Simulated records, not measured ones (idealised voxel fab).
process module | voxel lift off
cross-section cut | 250 nm wide | cells 5 nm
A cross-section is a grid of square cells, given in bands from the top down. A band is one or more rows of cells.
Each band's line starts with the height of the band's top and of its bottom, in nm. Then come its materials from left to right, each with its width in nm. One material with "throughout" fills the band from edge to edge. "air" is empty space.
Height 0 is the level under which the wafer as received is all one material. The lowest band goes on downwards, as in "0 down".
A width such as "30 to 40" changes by the same amount from each row of cells to the next, from the band's top row to its bottom row.
"no change" after a step means that no cell of the cross-section changed.
closed voids: empty space of 8 cells or more with no open way to the top, each as width x height at its distance from the left edge, in nm
after a step's settings: what the simulator itself notes on the step
overlay nm, on a step with a mask: how far to the right of its planned place the mask lay; to the left if negative
plan
1 op RECEIVE | material Si
2 op CONFORMAL_DEP | material SiN | thk nm 15
3 op PATTERN | tone open | mask id LINES | material resist | width nm 20 | pitch nm 50 | thk nm 20 | overlay nm 0
4 op DIRECTIONAL_DEP | material Ru | thk nm 10
5 op STRIP | etch materials resist
6 op CONFORMAL_DEP | material SiCN | thk nm 5
as received, after step 1
  0 down: Si throughout
  closed voids: none
a wafer at the end: this start, this plan, one mistake
  30 to 25: air 85 | SiN 30 | air 20 | SiN 30 | air 85
  25 to 20: air 85 | SiN 5 | Ru 20 | SiN 5 | air 20 | SiN 5 | Ru 20 | SiN 5 | air 85
  20 to 15: SiN 90 | Ru 20 | SiN 30 | Ru 20 | SiN 90
  15 to 0: SiN throughout
  0 down: Si throughout
  closed voids: none
what went wrong: step 6 ran as: op CONFORMAL_DEP | material SiN | thk nm 5
